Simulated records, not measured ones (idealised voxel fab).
process module | voxel self aligned vias
cross-section cut | 270 nm wide | cells 5 nm
A cross-section is a grid of square cells, given in bands from the top down. A band is one or more rows of cells.
Each band's line starts with the height of the band's top and of its bottom, in nm. Then come its materials from left to right, each with its width in nm. One material with "throughout" fills the band from edge to edge. "air" is empty space.
Height 0 is the level under which the wafer as received is all one material. The lowest band goes on downwards, as in "0 down".
A width such as "30 to 40" changes by the same amount from each row of cells to the next, from the band's top row to its bottom row.
"no change" after a step means that no cell of the cross-section changed.
closed voids: empty space of 8 cells or more with no open way to the top, each as width x height at its distance from the left edge, in nm
after a step's settings: what the simulator itself notes on the step
overlay nm, on a step with a mask: how far to the right of its planned place the mask lay; to the left if negative
plan
1 op RECEIVE | material Si
2 op CONFORMAL_DEP | material SiO2 | thk nm 15
3 op CONFORMAL_DEP | material SiCN | thk nm 5
4 op DIRECTIONAL_DEP | material lowk | thk nm 30
5 op DIRECTIONAL_DEP | material aC | thk nm 10
6 op PATTERN | tone open | mask id LINES | material resist | width nm 20 | pitch nm 50 | thk nm 30 | overlay nm 0
7 op DIRECTIONAL_ETCH | etch materials aC | depth nm 10
8 op STRIP | etch materials resist
9 op DIRECTIONAL_ETCH | etch materials lowk | depth nm 30
10 op STRIP | etch materials aC
11 op CONFORMAL_DEP | material TiN | thk nm 5
12 op FILL_DEP | material Ru | thk nm 10
13 op CMP | height nm 50
14 op SELECTIVE_ETCH | etch materials W Ru TiN | depth nm 10
15 op FILL_DEP | material SiN | thk nm 5
16 op CMP | height nm 50
17 op DIRECTIONAL_DEP | material lowk | thk nm 20
18 op DIRECTIONAL_DEP | material aC | thk nm 15
19 op PATTERN | tone open | mask id VIAS | material resist | width nm 30 | pitch nm 50 | thk nm 35 | overlay nm 0
20 op DIRECTIONAL_ETCH | etch materials aC | depth nm 15
21 op STRIP | etch materials resist
22 op DIRECTIONAL_ETCH | etch materials lowk | depth nm 20
23 op DIRECTIONAL_ETCH | etch materials SiN | depth nm 10
24 op STRIP | etch materials aC
25 op CONFORMAL_DEP | material TiN | thk nm 5
26 op FILL_DEP | material W | thk nm 10
27 op CMP | height nm 70
28 op CONFORMAL_DEP | material SiN | thk nm 5
as received, after step 1
  0 down: Si throughout
  closed voids: none
a wafer at the end: this start, this plan, one mistake
  75 to 70: SiN throughout
  70 to 55: lowk 95 | TiN 5 | W 20 | TiN 5 | lowk 20 | TiN 5 | W 20 | TiN 5 | lowk 95
  55 to 45: lowk 95 to 100 | TiN 10 to 5 | W 10 | TiN 10 to 5 | lowk 20 to 30 | TiN 10 to 5 | W 10 | TiN 10 to 5 | lowk 95 to 100
  45 to 40: lowk 100 | TiN 20 | lowk 30 | TiN 20 | lowk 100
  40 to 25: lowk 100 | TiN 5 | Ru 10 | TiN 5 | lowk 30 | TiN 5 | Ru 10 | TiN 5 | lowk 100
  25 to 20: lowk 100 | TiN 20 | lowk 30 | TiN 20 | lowk 100
  20 to 5: SiO2 throughout
  5 to 0: SiCN throughout
  0 down: Si throughout
  closed voids: none
what went wrong: steps 2 and 3 were swapped
